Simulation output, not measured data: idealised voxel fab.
Presented below is a process module, voxel air gaps.
Square cells of 5 nm make up the cross-section cut, whose width is 235 nm.
This document writes a cross-section as a grid whose cells are square, and gives it as bands, listed from the top down; one or more rows of cells form a band. Band entry format. Leading values: height of top, height of bottom, nm. Remainder: materials in left-to-right order, each with its width in nm. Special words: "all across" on a single material, which then fills the band edge to edge; "empty", empty space. Measure heights from 0. That's the level where, below it, the as-received wafer is all one material. The lowest band is bottomless and extends downward; write it as in "0 and below". Per-row width for "30->40": begins at first number (top row of band), ends at second number (bottom row), increment between rows held constant. "remains unaltered" (step): cross-section cells unchanged, all of them. This entry, "Completely sealed voids", enumerates those empty regions of no fewer than 8 cells that possess no open connection to the top. Each region is reported in the form width x height at distance, the distance being taken from the left edge, with all three quantities expressed in nm. Step line, after settings: the simulator's comment on this step. "overlay nm" denotes, for a step that has a mask, the displacement of the mask to the right of its planned place, with negative values corresponding to the left.

**plan**
step 1: RECEIVE with material Si
step 2: CONFORMAL_DEP with material SiO2, thk nm 10
step 3: CONFORMAL_DEP with material SiCN, thk nm 5
step 4: DIRECTIONAL_DEP with material SiO2, thk nm 40
step 5: MASKED_ETCH with tone open, mask id LINES, width nm 20, pitch nm 45, etch materials SiO2, depth nm 40, overlay nm 0
step 6: CONFORMAL_DEP with material TiN, thk nm 5
step 7: FILL_DEP with material W, thk nm 5
step 8: CMP with height nm 55
step 9: EPI with material Ru, thk nm 10
step 10: SELECTIVE_ETCH with etch materials SiO2, depth nm 50
step 11: CONFORMAL_DEP with material SiCN, thk nm 5

**Wafer as received: cross-section following step 1**
    0 and below | Si all across
    Completely sealed voids: none

**Look at the cross-section after the module: the wafer started out the way shown above and the plan was the one shown above, yet one mistake was made along the way**
    70 down to 65 | 15 empty; 185 SiCN; 35 empty
    65 down to 55 | 15 empty; 5 SiCN; 40 Ru; 5 SiCN; 40 Ru; 5 SiCN; 40 Ru; 5 SiCN; 40 Ru; 5 SiCN; 35 empty
    55 down to 50 | 15 empty; 15 SiCN; 5 TiN; 10 W; 5 TiN; 25 SiCN; 5 TiN; 10 W; 5 TiN; 25 SiCN; 5 TiN; 10 W; 5 TiN; 25 SiCN; 5 TiN; 10 W; 5 TiN; 15 SiCN; 35 empty
    50 down to 20 | 25 empty; 5 SiCN; 5 TiN; 10 W; 5 TiN; 5 SiCN; 15 empty; 5 SiCN; 5 TiN; 10 W; 5 TiN; 5 SiCN; 15 empty; 5 SiCN; 5 TiN; 10 W; 5 TiN; 5 SiCN; 15 empty; 5 SiCN; 5 TiN; 10 W; 5 TiN; 5 SiCN; 45 empty
    20 down to 15 | 30 SiCN; 20 TiN; 25 SiCN; 20 TiN; 25 SiCN; 20 TiN; 25 SiCN; 20 TiN; 50 SiCN
    15 down to 10 | SiCN all across
    10 down to 0 | SiO2 all across
    0 and below | Si all across
    Completely sealed voids: 15 x 30 at 55; 15 x 30 at 100; 15 x 30 at 145
Short version of what went wrong: step 5: run off-plan, actual operation and settings MASKED_ETCH with tone open, mask id LINES, width nm 20, pitch nm 45, etch materials SiO2, depth nm 40, overlay nm -10
